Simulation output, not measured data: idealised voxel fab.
process module | voxel transistor to metal
cross-section cut | 195 nm wide | cells 5 nm
A cross-section is a grid of square cells, given in bands from the top down. A band is one or more rows of cells.
Each band's line starts with the height of the band's top and of its bottom, in nm. Then come its materials from left to right, each with its width in nm. One material with "throughout" fills the band from edge to edge. "air" is empty space.
Height 0 is the level under which the wafer as received is all one material. The lowest band goes on downwards, as in "0 down".
A width such as "30 to 40" changes by the same amount from each row of cells to the next, from the band's top row to its bottom row.
"no change" after a step means that no cell of the cross-section changed.
closed voids: empty space of 8 cells or more with no open way to the top, each as width x height at its distance from the left edge, in nm
after a step's settings: what the simulator itself notes on the step
overlay nm, on a step with a mask: how far to the right of its planned place the mask lay; to the left if negative
plan
1 op RECEIVE | material Si
2 op OXIDIZE | depth nm 5
3 op CONFORMAL_DEP | material SiN | thk nm 15
4 op MASKED_ETCH | tone cover | mask id ACTIVE | width nm 100 | etch materials SiN | depth nm 15 | overlay nm 0
5 op MASKED_ETCH | tone cover | mask id ACTIVE | width nm 100 | etch materials SiO2 | depth nm 5 | overlay nm 0
6 op MASKED_ETCH | tone cover | mask id ACTIVE | width nm 100 | etch materials Si | depth nm 35 | overlay nm 0
7 op OXIDIZE | depth nm 5
8 op FILL_DEP | material SiO2 | thk nm 10
9 op CMP | height nm 15
10 op SELECTIVE_ETCH | etch materials SiO2 | depth nm 5
11 op STRIP | etch materials SiN
12 op SELECTIVE_ETCH | etch materials SiO2 | depth nm 5
13 op OXIDIZE | depth nm 5
14 op DIRECTIONAL_DEP | material polySi | thk nm 20
15 op DIRECTIONAL_DEP | material SiCN | thk nm 15
16 op PATTERN | tone cover | mask id GATE | material resist | width nm 20 | thk nm 20 | overlay nm 0
17 op DIRECTIONAL_ETCH | etch materials SiCN | depth nm 25
18 op DIRECTIONAL_ETCH | etch materials polySi | depth nm 30
19 op STRIP | etch materials resist
20 op CONFORMAL_DEP | material SiO2 | thk nm 5
21 op DIRECTIONAL_ETCH | etch materials SiO2 | depth nm 5
22 op CONFORMAL_DEP | material SiN | thk nm 10
23 op DIRECTIONAL_ETCH | etch materials SiN | depth nm 10
24 op DIRECTIONAL_ETCH | etch materials SiO2 | depth nm 5
25 op EPI | material nSi | thk nm 5
26 op FILL_DEP | material SiO2 | thk nm 5
27 op CMP | height nm 30
28 op DIRECTIONAL_DEP | material SiO2 | thk nm 15
29 op MASKED_ETCH | tone open | mask id CONTACT | width nm 25 | pitch nm 55 | etch materials SiO2 | depth nm 50 | overlay nm 0
30 op CONFORMAL_DEP | material TiN | thk nm 5
31 op FILL_DEP | material W | thk nm 5
32 op CMP | height nm 45
33 op DIRECTIONAL_DEP | material TiN | thk nm 5
34 op DIRECTIONAL_DEP | material Ru | thk nm 15
35 op DIRECTIONAL_DEP | material aC | thk nm 10
36 op PATTERN | tone cover | mask id METAL_1 | material resist | width nm 15 | pitch nm 65 | thk nm 30 | overlay nm 0
37 op DIRECTIONAL_ETCH | etch materials aC | depth nm 10
38 op STRIP | etch materials resist
39 op DIRECTIONAL_ETCH | etch materials Ru | depth nm 15
40 op DIRECTIONAL_ETCH | etch materials TiN | depth nm 5
41 op STRIP | etch materials aC
42 op CONFORMAL_DEP | material SiCN | thk nm 5
43 op FILL_DEP | material lowk | thk nm 5
44 op CMP | height nm 65
45 op CONFORMAL_DEP | material SiN | thk nm 5
first wafer, as planned
as received, after step 1
  0 down: Si throughout
  closed voids: none
after step 2
  0 to -5: SiO2 throughout
  below -5: unchanged
after step 3
  15 to 0: SiN throughout
  below 0: unchanged
after step 4
  15 to 0: air 45 | SiN 100 | air 50
  below 0: unchanged
after step 5
  15 to 0: air 45 | SiN 100 | air 50
  0 to -5: air 45 | SiO2 100 | air 50
  below -5: unchanged
after step 6
  15 to 0: air 45 | SiN 100 | air 50
  0 to -5: air 45 | SiO2 100 | air 50
  -5 to -40: air 45 | Si 100 | air 50
  below -40: unchanged
after step 7
  15 to 0: air 45 | SiN 100 | air 50
  0 to -5: air 45 | SiO2 100 | air 50
  -5 to -40: air 45 | SiO2 5 | Si 90 | SiO2 5 | air 50
  -40 to -45: SiO2 50 | Si 90 | SiO2 55
  below -45: unchanged
after step 8
  25 to 15: SiO2 throughout
  15 to 0: SiO2 45 | SiN 100 | SiO2 50
  0 to -5: SiO2 throughout
  -5 to -45: SiO2 50 | Si 90 | SiO2 55
  below -45: unchanged
after step 9
  15 to 0: SiO2 45 | SiN 100 | SiO2 50
  below 0: unchanged
after step 10
  15 to 10: air 45 | SiN 100 | air 50
  below 10: unchanged
after step 11
  10 to 0: SiO2 45 | air 100 | SiO2 50
  below 0: unchanged
after step 12
  5 to -5: SiO2 40 | air 110 | SiO2 45
  below -5: unchanged
after step 13
  5 to -5: SiO2 40 | air 110 | SiO2 45
  -5 to -10: SiO2 throughout
  below -10: unchanged
after step 14
  25 to 15: polySi 40 | air 110 | polySi 45
  15 to 5: polySi throughout
  5 to -5: SiO2 40 | polySi 110 | SiO2 45
  below -5: unchanged
after step 15
  40 to 30: SiCN 40 | air 110 | SiCN 45
  30 to 25: SiCN throughout
  25 to 15: polySi 40 | SiCN 110 | polySi 45
  below 15: unchanged
after step 16
  60 to 40: air 85 | resist 20 | air 90
  40 to 30: SiCN 40 | air 45 | resist 20 | air 45 | SiCN 45
  below 30: unchanged
after step 17
  60 to 30: air 85 | resist 20 | air 90
  30 to 25: air 85 | SiCN 20 | air 90
  25 to 15: polySi 40 | air 45 | SiCN 20 | air 45 | polySi 45
  below 15: unchanged
after step 18
  60 to 30: air 85 | resist 20 | air 90
  30 to 15: air 85 | SiCN 20 | air 90
  15 to 5: air 85 | polySi 20 | air 90
  5 to -5: SiO2 40 | air 45 | polySi 20 | air 45 | SiO2 45
  below -5: unchanged
after step 19
  30 to 15: air 85 | SiCN 20 | air 90
  below 15: unchanged
after step 20
  35 to 30: air 80 | SiO2 30 | air 85
  30 to 15: air 80 | SiO2 5 | SiCN 20 | SiO2 5 | air 85
  15 to 10: air 80 | SiO2 5 | polySi 20 | SiO2 5 | air 85
  10 to 0: SiO2 45 | air 35 | SiO2 5 | polySi 20 | SiO2 5 | air 35 | SiO2 50
  0 to -5: SiO2 85 | polySi 20 | SiO2 90
  below -5: unchanged
after step 21
  30 to 15: air 80 | SiO2 5 | SiCN 20 | SiO2 5 | air 85
  15 to 5: air 80 | SiO2 5 | polySi 20 | SiO2 5 | air 85
  5 to -5: SiO2 45 | air 35 | SiO2 5 | polySi 20 | SiO2 5 | air 35 | SiO2 50
  below -5: unchanged
after step 22
  40 to 30: air 70 | SiN 50 | air 75
  30 to 15: air 70 | SiN 10 | SiO2 5 | SiCN 20 | SiO2 5 | SiN 10 | air 75
  15 to 5: SiN 55 | air 15 | SiN 10 | SiO2 5 | polySi 20 | SiO2 5 | SiN 10 | air 15 | SiN 60
  5 to -5: SiO2 45 | SiN 35 | SiO2 5 | polySi 20 | SiO2 5 | SiN 35 | SiO2 50
  below -5: unchanged
after step 23
  30 to 15: air 70 | SiN 10 | SiO2 5 | SiCN 20 | SiO2 5 | SiN 10 | air 75
  15 to 5: air 70 | SiN 10 | SiO2 5 | polySi 20 | SiO2 5 | SiN 10 | air 75
  5 to -5: SiO2 45 | SiN 10 | air 15 | SiN 10 | SiO2 5 | polySi 20 | SiO2 5 | SiN 10 | air 15 | SiN 10 | SiO2 50
  below -5: unchanged
after step 24
  30 to 25: air 70 | SiN 10 | air 5 | SiCN 20 | air 5 | SiN 10 | air 75
  25 to 15: air 70 | SiN 10 | SiO2 5 | SiCN 20 | SiO2 5 | SiN 10 | air 75
  15 to 5: air 70 | SiN 10 | SiO2 5 | polySi 20 | SiO2 5 | SiN 10 | air 75
  5 to 0: air 45 | SiN 10 | air 15 | SiN 10 | SiO2 5 | polySi 20 | SiO2 5 | SiN 10 | air 15 | SiN 10 | air 50
  0 to -5: SiO2 45 | SiN 10 | air 15 | SiN 10 | SiO2 5 | polySi 20 | SiO2 5 | SiN 10 | air 15 | SiN 10 | SiO2 50
  -5 to -10: SiO2 55 | air 15 | SiO2 50 | air 15 | SiO2 60
  below -10: unchanged
after step 25
  30 to 25: air 70 | SiN 10 | air 5 | SiCN 20 | air 5 | SiN 10 | air 75
  25 to 15: air 70 | SiN 10 | SiO2 5 | SiCN 20 | SiO2 5 | SiN 10 | air 75
  15 to 5: air 70 | SiN 10 | SiO2 5 | polySi 20 | SiO2 5 | SiN 10 | air 75
  5 to 0: air 45 | SiN 10 | air 15 | SiN 10 | SiO2 5 | polySi 20 | SiO2 5 | SiN 10 | air 15 | SiN 10 | air 50
  0 to -5: SiO2 45 | SiN 10 | air 15 | SiN 10 | SiO2 5 | polySi 20 | SiO2 5 | SiN 10 | air 15 | SiN 10 | SiO2 50
  -5 to -10: SiO2 55 | nSi 15 | SiO2 50 | nSi 15 | SiO2 60
  below -10: unchanged
after step 26
  35 to 30: SiO2 throughout
  30 to 15: SiO2 70 | SiN 10 | SiO2 5 | SiCN 20 | SiO2 5 | SiN 10 | SiO2 75
  15 to 5: SiO2 70 | SiN 10 | SiO2 5 | polySi 20 | SiO2 5 | SiN 10 | SiO2 75
  5 to -5: SiO2 45 | SiN 10 | SiO2 15 | SiN 10 | SiO2 5 | polySi 20 | SiO2 5 | SiN 10 | SiO2 15 | SiN 10 | SiO2 50
  below -5: unchanged
after step 27
  30 to 15: SiO2 70 | SiN 10 | SiO2 5 | SiCN 20 | SiO2 5 | SiN 10 | SiO2 75
  below 15: unchanged
after step 28
  45 to 30: SiO2 throughout
  below 30: unchanged
after step 29
  45 to 30: SiO2 55 | air 25 | SiO2 30 | air 25 | SiO2 60
  30 to 15: SiO2 55 | air 15 | SiN 10 | SiO2 5 | SiCN 20 | SiO2 5 | SiN 10 | air 15 | SiO2 60
  15 to 5: SiO2 55 | air 15 | SiN 10 | SiO2 5 | polySi 20 | SiO2 5 | SiN 10 | air 15 | SiO2 60
  5 to -5: SiO2 45 | SiN 10 | air 15 | SiN 10 | SiO2 5 | polySi 20 | SiO2 5 | SiN 10 | air 15 | SiN 10 | SiO2 50
  below -5: unchanged
after step 30
  50 to 45: TiN 60 | air 15 | TiN 40 | air 15 | TiN 65
  45 to 35: SiO2 55 | TiN 5 | air 15 | TiN 5 | SiO2 30 | TiN 5 | air 15 | TiN 5 | SiO2 60
  35 to 30: SiO2 55 | TiN 5 | air 5 | TiN 15 | SiO2 30 | TiN 15 | air 5 | TiN 5 | SiO2 60
  30 to 15: SiO2 55 | TiN 5 | air 5 | TiN 5 | SiN 10 | SiO2 5 | SiCN 20 | SiO2 5 | SiN 10 | TiN 5 | air 5 | TiN 5 | SiO2 60
  15 to 5: SiO2 55 | TiN 5 | air 5 | TiN 5 | SiN 10 | SiO2 5 | polySi 20 | SiO2 5 | SiN 10 | TiN 5 | air 5 | TiN 5 | SiO2 60
  5 to 0: SiO2 45 | SiN 10 | TiN 5 | air 5 | TiN 5 | SiN 10 | SiO2 5 | polySi 20 | SiO2 5 | SiN 10 | TiN 5 | air 5 | TiN 5 | SiN 10 | SiO2 50
  0 to -5: SiO2 45 | SiN 10 | TiN 15 | SiN 10 | SiO2 5 | polySi 20 | SiO2 5 | SiN 10 | TiN 15 | SiN 10 | SiO2 50
  below -5: unchanged
after step 31
  55 to 50: W throughout
  50 to 45: TiN 60 | W 15 | TiN 40 | W 15 | TiN 65
  45 to 35: SiO2 55 | TiN 5 | W 15 | TiN 5 | SiO2 30 | TiN 5 | W 15 | TiN 5 | SiO2 60
  35 to 30: SiO2 55 | TiN 5 | W 5 | TiN 15 | SiO2 30 | TiN 15 | W 5 | TiN 5 | SiO2 60
  30 to 15: SiO2 55 | TiN 5 | W 5 | TiN 5 | SiN 10 | SiO2 5 | SiCN 20 | SiO2 5 | SiN 10 | TiN 5 | W 5 | TiN 5 | SiO2 60
  15 to 5: SiO2 55 | TiN 5 | W 5 | TiN 5 | SiN 10 | SiO2 5 | polySi 20 | SiO2 5 | SiN 10 | TiN 5 | W 5 | TiN 5 | SiO2 60
  5 to 0: SiO2 45 | SiN 10 | TiN 5 | W 5 | TiN 5 | SiN 10 | SiO2 5 | polySi 20 | SiO2 5 | SiN 10 | TiN 5 | W 5 | TiN 5 | SiN 10 | SiO2 50
  below 0: unchanged
after step 32
  45 to 35: SiO2 55 | TiN 5 | W 15 | TiN 5 | SiO2 30 | TiN 5 | W 15 | TiN 5 | SiO2 60
  below 35: unchanged
after step 33
  50 to 45: TiN throughout
  below 45: unchanged
after step 34
  65 to 50: Ru throughout
  below 50: unchanged
after step 35
  75 to 65: aC throughout
  below 65: unchanged
after step 36
  105 to 75: air 55 | resist 15 | air 50 | resist 15 | air 60
  below 75: unchanged
after step 37
  95 to 75: air 55 | resist 15 | air 50 | resist 15 | air 60
  75 to 65: air 55 | aC 15 | air 50 | aC 15 | air 60
  below 65: unchanged
after step 38
  75 to 65: air 55 | aC 15 | air 50 | aC 15 | air 60
  below 65: unchanged
after step 39
  75 to 65: air 55 | aC 15 | air 50 | aC 15 | air 60
  65 to 50: air 55 | Ru 15 | air 50 | Ru 15 | air 60
  below 50: unchanged
after step 40
  75 to 65: air 55 | aC 15 | air 50 | aC 15 | air 60
  65 to 50: air 55 | Ru 15 | air 50 | Ru 15 | air 60
  50 to 45: air 55 | TiN 15 | air 50 | TiN 15 | air 60
  below 45: unchanged
after step 41
  65 to 50: air 55 | Ru 15 | air 50 | Ru 15 | air 60
  below 50: unchanged
after step 42
  70 to 65: air 50 | SiCN 25 | air 40 | SiCN 25 | air 55
  65 to 50: air 50 | SiCN 5 | Ru 15 | SiCN 5 | air 40 | SiCN 5 | Ru 15 | SiCN 5 | air 55
  50 to 45: SiCN 55 | TiN 15 | SiCN 50 | TiN 15 | SiCN 60
  below 45: unchanged
after step 43
  75 to 70: lowk throughout
  70 to 65: lowk 50 | SiCN 25 | lowk 40 | SiCN 25 | lowk 55
  65 to 50: lowk 50 | SiCN 5 | Ru 15 | SiCN 5 | lowk 40 | SiCN 5 | Ru 15 | SiCN 5 | lowk 55
  below 50: unchanged
after step 44
  65 to 50: lowk 50 | SiCN 5 | Ru 15 | SiCN 5 | lowk 40 | SiCN 5 | Ru 15 | SiCN 5 | lowk 55
  below 50: unchanged
after step 45
  70 to 65: SiN throughout
  below 65: unchanged
second wafer: like start, like plan, one mistake. Through step 27 it matches the first wafer
when step 28 should have ended
  30 to 15: SiO2 55 | air 15 | SiN 10 | SiO2 5 | SiCN 20 | SiO2 5 | SiN 10 | air 15 | SiO2 60
  15 to 5: SiO2 55 | air 15 | SiN 10 | SiO2 5 | polySi 20 | SiO2 5 | SiN 10 | air 15 | SiO2 60
  5 to -5: SiO2 45 | SiN 10 | air 15 | SiN 10 | SiO2 5 | polySi 20 | SiO2 5 | SiN 10 | air 15 | SiN 10 | SiO2 50
  below -5: unchanged
when step 29 should have ended
  45 to 30: SiO2 55 | air 15 | SiO2 50 | air 15 | SiO2 60
  30 to 15: SiO2 55 | air 15 | SiN 10 | SiO2 5 | SiCN 20 | SiO2 5 | SiN 10 | air 15 | SiO2 60
  15 to 10: SiO2 55 | air 15 | SiN 10 | SiO2 5 | polySi 20 | SiO2 5 | SiN 10 | air 15 | SiO2 60
  10 to 5: SiO2 70 | SiN 10 | SiO2 5 | polySi 20 | SiO2 5 | SiN 10 | SiO2 75
  5 to -5: SiO2 45 | SiN 10 | SiO2 15 | SiN 10 | SiO2 5 | polySi 20 | SiO2 5 | SiN 10 | SiO2 15 | SiN 10 | SiO2 50
  below -5: unchanged
when step 30 should have ended
  50 to 45: TiN 60 | air 5 | TiN 60 | air 5 | TiN 65
  45 to 30: SiO2 55 | TiN 5 | air 5 | TiN 5 | SiO2 50 | TiN 5 | air 5 | TiN 5 | SiO2 60
  30 to 15: SiO2 55 | TiN 5 | air 5 | TiN 5 | SiN 10 | SiO2 5 | SiCN 20 | SiO2 5 | SiN 10 | TiN 5 | air 5 | TiN 5 | SiO2 60
  15 to 10: SiO2 55 | TiN 15 | SiN 10 | SiO2 5 | polySi 20 | SiO2 5 | SiN 10 | TiN 15 | SiO2 60
  below 10: unchanged
when step 31 should have ended
  55 to 50: W throughout
  50 to 45: TiN 60 | W 5 | TiN 60 | W 5 | TiN 65
  45 to 30: SiO2 55 | TiN 5 | W 5 | TiN 5 | SiO2 50 | TiN 5 | W 5 | TiN 5 | SiO2 60
  30 to 15: SiO2 55 | TiN 5 | W 5 | TiN 5 | SiN 10 | SiO2 5 | SiCN 20 | SiO2 5 | SiN 10 | TiN 5 | W 5 | TiN 5 | SiO2 60
  below 15: unchanged
when step 32 should have ended
  45 to 30: SiO2 55 | TiN 5 | W 5 | TiN 5 | SiO2 50 | TiN 5 | W 5 | TiN 5 | SiO2 60
  below 30: unchanged
when step 33 should have ended
  50 to 45: TiN throughout
  below 45: unchanged
when step 34 should have ended
  65 to 50: Ru throughout
  below 50: unchanged
when step 35 should have ended
  75 to 65: aC throughout
  below 65: unchanged
when step 36 should have ended
  105 to 75: air 55 | resist 15 | air 50 | resist 15 | air 60
  below 75: unchanged
when step 37 should have ended
  95 to 75: air 55 | resist 15 | air 50 | resist 15 | air 60
  75 to 65: air 55 | aC 15 | air 50 | aC 15 | air 60
  below 65: unchanged
when step 38 should have ended
  75 to 65: air 55 | aC 15 | air 50 | aC 15 | air 60
  below 65: unchanged
when step 39 should have ended
  75 to 65: air 55 | aC 15 | air 50 | aC 15 | air 60
  65 to 50: air 55 | Ru 15 | air 50 | Ru 15 | air 60
  below 50: unchanged
when step 40 should have ended
  75 to 65: air 55 | aC 15 | air 50 | aC 15 | air 60
  65 to 50: air 55 | Ru 15 | air 50 | Ru 15 | air 60
  50 to 45: air 55 | TiN 15 | air 50 | TiN 15 | air 60
  below 45: unchanged
when step 41 should have ended
  65 to 50: air 55 | Ru 15 | air 50 | Ru 15 | air 60
  below 50: unchanged
when step 42 should have ended
  70 to 65: air 50 | SiCN 25 | air 40 | SiCN 25 | air 55
  65 to 50: air 50 | SiCN 5 | Ru 15 | SiCN 5 | air 40 | SiCN 5 | Ru 15 | SiCN 5 | air 55
  50 to 45: SiCN 55 | TiN 15 | SiCN 50 | TiN 15 | SiCN 60
  below 45: unchanged
when step 43 should have ended
  75 to 70: lowk throughout
  70 to 65: lowk 50 | SiCN 25 | lowk 40 | SiCN 25 | lowk 55
  65 to 50: lowk 50 | SiCN 5 | Ru 15 | SiCN 5 | lowk 40 | SiCN 5 | Ru 15 | SiCN 5 | lowk 55
  below 50: unchanged
when step 44 should have ended
  65 to 50: lowk 50 | SiCN 5 | Ru 15 | SiCN 5 | lowk 40 | SiCN 5 | Ru 15 | SiCN 5 | lowk 55
  below 50: unchanged
when step 45 should have ended
  70 to 65: SiN throughout
  below 65: unchanged
what went wrong: steps 28 and 29 were swapped
at the end the second wafer has, in cells: 30 more of SiO2 | 16 fewer of TiN | 14 fewer of W
